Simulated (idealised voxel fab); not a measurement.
process module | voxel ribs on slabs
cross-section cut | 175 nm wide | cells 5 nm
A cross-section is a grid of square cells, given in bands from the top down. A band is one or more rows of cells.
Each band's line starts with the height of the band's top and of its bottom, in nm. Then come its materials from left to right, each with its width in nm. One material with "throughout" fills the band from edge to edge. "air" is empty space.
Height 0 is the level under which the wafer as received is all one material. The lowest band goes on downwards, as in "0 down".
A width such as "30 to 40" changes by the same amount from each row of cells to the next, from the band's top row to its bottom row.
"no change" after a step means that no cell of the cross-section changed.
closed voids: empty space of 8 cells or more with no open way to the top, each as width x height at its distance from the left edge, in nm
after a step's settings: what the simulator itself notes on the step
overlay nm, on a step with a mask: how far to the right of its planned place the mask lay; to the left if negative
plan
1 op RECEIVE | material Si
2 op DIRECTIONAL_DEP | material SiO2 | thk nm 20
3 op DIRECTIONAL_DEP | material SiN | thk nm 15
4 op DIRECTIONAL_DEP | material aC | thk nm 10
5 op PATTERN | tone cover | mask id RIB | material resist | width nm 25 | thk nm 25 | overlay nm 0
6 op DIRECTIONAL_ETCH | etch materials aC | depth nm 10
7 op STRIP | etch materials resist
8 op DIRECTIONAL_ETCH | etch materials SiN | depth nm 5
9 op STRIP | etch materials aC
10 op MASKED_ETCH | tone cover | mask id SLAB | width nm 85 | etch materials SiN | depth nm 10 | overlay nm 0
11 op FILL_DEP | material SiO2 | thk nm 25
12 op CMP | height nm 50
13 op DIRECTIONAL_DEP | material W | thk nm 5
14 op DIRECTIONAL_DEP | material aC | thk nm 10
15 op PATTERN | tone cover | mask id HEATER | material resist | width nm 35 | thk nm 25 | overlay nm 0
16 op DIRECTIONAL_ETCH | etch materials aC | depth nm 10
17 op STRIP | etch materials resist
18 op DIRECTIONAL_ETCH | etch materials W | depth nm 5
19 op STRIP | etch materials aC
20 op CONFORMAL_DEP | material SiO2 | thk nm 5
as received, after step 1
  0 down: Si throughout
  closed voids: none
a wafer at the end: this start, this plan, one mistake
  70 to 65: SiO2 throughout
  65 to 55: SiN throughout
  55 to 50: W throughout
  50 to 35: SiO2 throughout
  35 to 30: SiO2 75 | SiN 25 | SiO2 75
  30 to 20: SiO2 45 | SiN 85 | SiO2 45
  20 to 0: SiO2 throughout
  0 down: Si throughout
  closed voids: none
what went wrong: step 14 ran as: op DIRECTIONAL_DEP | material SiN | thk nm 10
